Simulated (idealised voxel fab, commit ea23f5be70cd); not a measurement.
Process module, titled voxel ribs on slabs
Displayed cross-section: cut, width of 190 nm, square cells sized 5 nm.
A cross-section in this document is a grid of square cells, and it is written down as bands, the top band listed before the ones below it; a band is made up of one or more rows of cells. Quick guide to a band line: top height, bottom height (nm) up front; then every material left to right with its width in nm. Only one material and it's marked "edge to edge"? Then it fills the band edge to edge. And "empty" just means empty space. A quick word on heights: they are counted from 0, and under that level the wafer as it came to us is one material throughout. The lowest band is different from the rest in having no bottom; it simply continues downward, written as in "0 -> down". The notation "30..40" denotes a width that varies across the rows of cells in the band, beginning at the first number in the top row, finishing at the second number in the bottom row, and changing by an identical amount from each row to the next. "remained the same" -> step changed no cross-section cell. Heads up: "Closed cavity list" only lists the empty pockets with no open path to the top that are 8 cells or more, and it writes them as width x height at distance, distance from the left edge, in nm. Text after the settings on a step's line: the simulator's own remark on that step. If you see "overlay nm" on a step's line and that step has a mask, it's telling you how far right of where it was planned the mask ended up; a negative number means it went left instead.
**Process steps - plan**
1: op RECEIVE | material Si
2: op DIRECTIONAL_DEP | material SiO2 | thk nm 20
3: op DIRECTIONAL_DEP | material polySi | thk nm 25
4: op DIRECTIONAL_DEP | material aC | thk nm 10
5: op PATTERN | tone cover | mask id RIB | material resist | width nm 25 | thk nm 25 | overlay nm 0
6: op DIRECTIONAL_ETCH | etch materials aC | depth nm 10
7: op STRIP | etch materials resist
8: op DIRECTIONAL_ETCH | etch materials polySi | depth nm 10
9: op STRIP | etch materials aC
10: op PATTERN | tone cover | mask id SLAB | material resist | width nm 75 | thk nm 20 | overlay nm 0
11: op DIRECTIONAL_ETCH | etch materials polySi | depth nm 15
12: op STRIP | etch materials resist
13: op FILL_DEP | material SiO2 | thk nm 25
14: op CMP | height nm 65
15: op DIRECTIONAL_DEP | material W | thk nm 5
16: op MASKED_ETCH | tone cover | mask id HEATER | width nm 35 | etch materials W | depth nm 5 | overlay nm 0
17: op CONFORMAL_DEP | material SiN | thk nm 5
**Cross-section of the wafer as it came to us, i.e., already through step 1**
> 0 -> down  Si edge to edge
> Closed cavity list: none
**Look at the cross-section after the module: the wafer started out the way shown above and the plan was the one shown above, yet one mistake was made along the way**
> 75 -> 70  SiN 80 nm, then empty 25 nm, then SiN 85 nm
> 70 -> 65  W 75 nm, then SiN 35 nm, then W 80 nm
> 65 -> 45  SiO2 edge to edge
> 45 -> 35  SiO2 80 nm, then polySi 25 nm, then SiO2 85 nm
> 35 -> 20  SiO2 55 nm, then polySi 75 nm, then SiO2 60 nm
> 20 -> 0  SiO2 edge to edge
> 0 -> down  Si edge to edge
> Closed cavity list: none
What was done differently from what was planned? the process deviated at step 16: the operation and settings actually run there were op MASKED_ETCH | tone open | mask id HEATER | width nm 35 | etch materials W | depth nm 5 | overlay nm 0
